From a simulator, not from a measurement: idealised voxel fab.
Documented hereafter: the process module known as voxel fin reveal.
Cross-section cut spans 160 nm and uses square cells 5 nm in size.
Cross-section layout: square cells on a grid; listed as bands, top to bottom; a band spans one or more cell rows. What a band's entry tells you: where the top is and where the bottom is, as heights in nm, and after that what lies inside, material by material from left to right, each with its width in nm. Empty space is written as the word "blank", and a single material marked with the word "all across" occupies the band from edge to edge. Height reference: 0 = level under which incoming wafer is all one material. Lowest band: no bottom, runs on downward, e.g. "0 down". A two-number width, for instance "30..40", indicates that the width is equal to the first number in the top row of the band and to the second number in the bottom row, and that it changes by a constant amount per row of cells. Any step labelled "remained unchanged" changed none of the cells in the cross-section. Closed empty spaces (no open way to the top) of 8 cells or more are what "Enclosed void inventory" lists, each as width x height at distance from the left edge, nm for all three. If you see something after the settings on a step's line, that's the simulator's own remark about that step. overlay nm: step with mask; distance mask lay right of planned place; negative value = left of planned place.
### The process steps that were planned are listed below
1,RECEIVE | material Si
2,CONFORMAL_DEP | material SiN | thk nm 10
3,DIRECTIONAL_DEP | material aC | thk nm 15
4,PATTERN | tone cover | mask id FINS | material resist | width nm 15 | pitch nm 40 | thk nm 35 | overlay nm 0
5,DIRECTIONAL_ETCH | etch materials aC | depth nm 15
6,STRIP | etch materials resist
7,DIRECTIONAL_ETCH | etch materials SiN | depth nm 10
8,DIRECTIONAL_ETCH | etch materials Si | depth nm 30
9,STRIP | etch materials aC
10,FILL_DEP | material SiO2 | thk nm 15
11,CMP | height nm 10
12,SELECTIVE_ETCH | etch materials SiO2 | depth nm 25
13,STRIP | etch materials SiN
14,CONFORMAL_DEP | material HfO2 | thk nm 5
The value of width nm given for step 4 in the plan refers to the first wafer; the wafers vary in this setting and are alike at the start.
### Cross-section of the first of several received wafers, showing its state after step 1
- 0 down: Si all across
- Enclosed void inventory: none
### Here is the cross-section of the first of several wafers at the end of the module, after its last step, step 14
- 5 to 0: 25 of blank  25 of HfO2  15 of blank  25 of HfO2  15 of blank  25 of HfO2  30 of blank
- 0 to -10: 25 of blank  5 of HfO2  15 of Si  5 of HfO2  15 of blank  5 of HfO2  15 of Si  5 of HfO2  15 of blank  5 of HfO2  15 of Si  5 of HfO2  30 of blank
- -10 to -15: 30 of HfO2  15 of Si  25 of HfO2  15 of Si  25 of HfO2  15 of Si  35 of HfO2
- -15 to -30: 30 of SiO2  15 of Si  25 of SiO2  15 of Si  25 of SiO2  15 of Si  35 of SiO2
- -30 down: Si all across
- Enclosed void inventory: none
### Cross-section, last wafer, module completion
- 5 to 0: 20 of blank  35 of HfO2  5 of blank  35 of HfO2  5 of blank  35 of HfO2  25 of blank
- 0 to -10: 20 of blank  5 of HfO2  25 of Si  5 of HfO2  5 of blank  5 of HfO2  25 of Si  5 of HfO2  5 of blank  5 of HfO2  25 of Si  5 of HfO2  25 of blank
- -10 to -15: 25 of HfO2  25 of Si  15 of HfO2  25 of Si  15 of HfO2  25 of Si  30 of HfO2
- -15 to -30: 25 of SiO2  25 of Si  15 of SiO2  25 of Si  15 of SiO2  25 of Si  30 of SiO2
- -30 down: Si all across
- Enclosed void inventory: none
### Row per wafer, end-of-module: cell gain (+)/loss (-) by material since the wafer came in, then closed voids
width nm 15, +50 HfO2, -138 Si, +69 SiO2, Enclosed void inventory: none
width nm 20, +50 HfO2, -120 Si, +60 SiO2, Enclosed void inventory: none
width nm 25, +50 HfO2, -102 Si, +51 SiO2, Enclosed void inventory: none
